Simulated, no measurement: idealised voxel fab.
Process module name: voxel air gaps
Pictured: cross-section cut, 180 nm wide, on a grid of 5 nm square cells.
We lay out every cross-section as a grid of square cells and spell it out in bands from the top down, where one band means one or more rows of cells.
Each band's line starts with the height of the band's top and of its bottom, in nm. Then come its materials from left to right, each with its width in nm. One material with "full width" fills the band from edge to edge. "blank" is empty space.
Convention: height 0 is the level below which the wafer, as received, is all one material. The lowest band does not terminate at the bottom but continues downward, represented as "0 down".
A two-number width, for instance "30 to 40", indicates that the width is equal to the first number in the top row of the band and to the second number in the bottom row, and that it changes by a constant amount per row of cells.
The designation "nothing altered", where it is given for a processing step, indicates that no cell of the cross-section was altered in the course of that step.
The entry titled "Closed voids list" provides the empty spaces that have no open way to the top, restricted to those of 8 cells or more. Each is presented as width x height at distance, the distance being measured from the left edge, with all three in nm.
Post-settings text on a step line: simulator's own remark regarding the step.
overlay nm: step with mask; distance mask lay right of planned place; negative value = left of planned place.
### Steps planned for the process
1) RECEIVE (material Si)
2) CONFORMAL_DEP (material SiO2; thk nm 15)
3) CONFORMAL_DEP (material SiN; thk nm 5)
4) DIRECTIONAL_DEP (material SiO2; thk nm 40)
5) PATTERN (tone open; mask id LINES; material resist; width nm 15; pitch nm 45; thk nm 20; overlay nm 0)
6) DIRECTIONAL_ETCH (etch materials SiO2; depth nm 40)
7) STRIP (etch materials resist)
8) CONFORMAL_DEP (material TiN; thk nm 5)
9) FILL_DEP (material W; thk nm 5)
10) CMP (height nm 60)
11) EPI (material Ru; thk nm 10)
12) SELECTIVE_ETCH (etch materials SiO2; depth nm 50)
13) CONFORMAL_DEP (material SiCN; thk nm 5)
Split variable: thk nm, step 8. Plan value = first wafer. Wafers start alike.
### First of several wafers, received after step 1, in cross-section
* 0 down  Si full width
* Closed voids list: none
### The following table contains a row per wafer, in which are reported, at the conclusion of the module, the cells of each material gained (+) or lost (-) since the wafer's receipt, with its closed voids given thereafter
thk nm 5 | +42 Ru | +120 SiCN | +36 SiN | +108 SiO2 | +51 TiN | +21 W | Closed voids list: 20 x 30 at 55; 20 x 30 at 100
thk nm 10 | +42 Ru | +120 SiCN | +36 SiN | +108 SiO2 | +72 TiN | Closed voids list: 20 x 30 at 55; 20 x 30 at 100
thk nm 15 | +42 Ru | +120 SiCN | +36 SiN | +108 SiO2 | +72 TiN | Closed voids list: 20 x 30 at 55; 20 x 30 at 100
thk nm 20 | +42 Ru | +120 SiCN | +36 SiN | +108 SiO2 | +72 TiN | Closed voids list: 20 x 30 at 55; 20 x 30 at 100
